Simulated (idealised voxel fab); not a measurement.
process module | voxel wiring stack
cross-section cut | 300 nm wide | cells 5 nm
A cross-section is a grid of square cells, given in bands from the top down. A band is one or more rows of cells.
Each band's line starts with the height of the band's top and of its bottom, in nm. Then come its materials from left to right, each with its width in nm. One material with "throughout" fills the band from edge to edge. "air" is empty space.
Height 0 is the level under which the wafer as received is all one material. The lowest band goes on downwards, as in "0 down".
A width such as "30 to 40" changes by the same amount from each row of cells to the next, from the band's top row to its bottom row.
"no change" after a step means that no cell of the cross-section changed.
closed voids: empty space of 8 cells or more with no open way to the top, each as width x height at its distance from the left edge, in nm
after a step's settings: what the simulator itself notes on the step
overlay nm, on a step with a mask: how far to the right of its planned place the mask lay; to the left if negative
plan
1 op RECEIVE | material Si
2 op CONFORMAL_DEP | material SiO2 | thk nm 15
3 op DIRECTIONAL_DEP | material TiN | thk nm 5
4 op DIRECTIONAL_DEP | material Ru | thk nm 25
5 op PATTERN | tone cover | mask id METAL_1 | material resist | width nm 30 | pitch nm 45 | thk nm 20 | overlay nm 0
6 op DIRECTIONAL_ETCH | etch materials Ru | depth nm 25
7 op DIRECTIONAL_ETCH | etch materials TiN | depth nm 5
8 op STRIP | etch materials resist
9 op CONFORMAL_DEP | material SiN | thk nm 5
10 op FILL_DEP | material lowk | thk nm 10
11 op CMP | height nm 45
12 op CONFORMAL_DEP | material SiCN | thk nm 5
13 op DIRECTIONAL_DEP | material lowk | thk nm 30
14 op MASKED_ETCH | tone open | mask id METAL_2_HOLES | width nm 15 | pitch nm 45 | etch materials lowk | depth nm 30 | overlay nm 0
15 op MASKED_ETCH | tone open | mask id METAL_2 | width nm 30 | pitch nm 45 | etch materials lowk | depth nm 15 | overlay nm 0
16 op MASKED_ETCH | tone open | mask id METAL_2 | width nm 30 | pitch nm 45 | etch materials SiCN | depth nm 5 | overlay nm 0
17 op CONFORMAL_DEP | material TiN | thk nm 5
18 op FILL_DEP | material Cu | thk nm 10
19 op CMP | height nm 80
20 op CONFORMAL_DEP | material SiCN | thk nm 5
21 op DIRECTIONAL_DEP | material SiO2 | thk nm 30
22 op PATTERN | tone open | mask id METAL_3 | material resist | width nm 30 | pitch nm 45 | thk nm 20 | overlay nm 0
23 op DIRECTIONAL_ETCH | etch materials SiO2 | depth nm 15
24 op STRIP | etch materials resist
25 op MASKED_ETCH | tone open | mask id METAL_3_HOLES | width nm 15 | pitch nm 45 | etch materials SiO2 | depth nm 15 | overlay nm 0
26 op MASKED_ETCH | tone open | mask id METAL_3_HOLES | width nm 15 | pitch nm 45 | etch materials SiCN | depth nm 5 | overlay nm 0
27 op CONFORMAL_DEP | material TiN | thk nm 5
28 op FILL_DEP | material Cu | thk nm 10
29 op CMP | height nm 115
30 op CONFORMAL_DEP | material SiN | thk nm 5
as received, after step 1
  0 down: Si throughout
  closed voids: none
a wafer at the end: this start, this plan, one mistake
  120 to 115: SiN throughout
  115 to 105: SiO2 65 | TiN 5 | Cu 20 | TiN 5 | SiO2 15 | TiN 5 | Cu 20 | TiN 5 | SiO2 15 | TiN 5 | Cu 20 | TiN 5 | SiO2 15 | TiN 5 | Cu 20 | TiN 5 | SiO2 70
  105 to 100: SiO2 65 | TiN 5 | Cu 5 | TiN 20 | SiO2 15 | TiN 5 | Cu 5 | TiN 20 | SiO2 15 | TiN 5 | Cu 5 | TiN 20 | SiO2 15 | TiN 5 | Cu 5 | TiN 20 | SiO2 70
  100 to 85: SiO2 65 | TiN 5 | Cu 5 | TiN 5 | SiO2 30 | TiN 5 | Cu 5 | TiN 5 | SiO2 30 | TiN 5 | Cu 5 | TiN 5 | SiO2 30 | TiN 5 | Cu 5 | TiN 5 | SiO2 85
  85 to 80: SiCN 65 | TiN 15 | SiCN 30 | TiN 15 | SiCN 30 | TiN 15 | SiCN 30 | TiN 15 | SiCN 85
  80 to 70: lowk 65 | TiN 5 | Cu 20 | TiN 5 | lowk 15 | TiN 5 | Cu 20 | TiN 5 | lowk 15 | TiN 5 | Cu 20 | TiN 5 | lowk 15 | TiN 5 | Cu 20 | TiN 5 | lowk 70
  70 to 65: lowk 65 | TiN 5 | Cu 5 | TiN 20 | lowk 15 | TiN 5 | Cu 5 | TiN 20 | lowk 15 | TiN 5 | Cu 5 | TiN 20 | lowk 15 | TiN 5 | Cu 5 | TiN 20 | lowk 70
  65 to 50: lowk 65 | TiN 5 | Cu 5 | TiN 5 | lowk 30 | TiN 5 | Cu 5 | TiN 5 | lowk 30 | TiN 5 | Cu 5 | TiN 5 | lowk 30 | TiN 5 | Cu 5 | TiN 5 | lowk 85
  50 to 45: SiCN 65 | TiN 15 | SiCN 30 | TiN 15 | SiCN 30 | TiN 15 | SiCN 30 | TiN 15 | SiCN 85
  45 to 40: lowk 60 | SiN 40 | lowk 5 | SiN 40 | lowk 5 | SiN 40 | lowk 5 | SiN 40 | lowk 65
  40 to 20: lowk 60 | SiN 5 | Ru 30 | SiN 5 | lowk 5 | SiN 5 | Ru 30 | SiN 5 | lowk 5 | SiN 5 | Ru 30 | SiN 5 | lowk 5 | SiN 5 | Ru 30 | SiN 5 | lowk 65
  20 to 15: SiN 65 | Ru 30 | SiN 15 | Ru 30 | SiN 15 | Ru 30 | SiN 15 | Ru 30 | SiN 70
  15 to 0: SiO2 throughout
  0 down: Si throughout
  closed voids: none
what went wrong: step 3 was left out
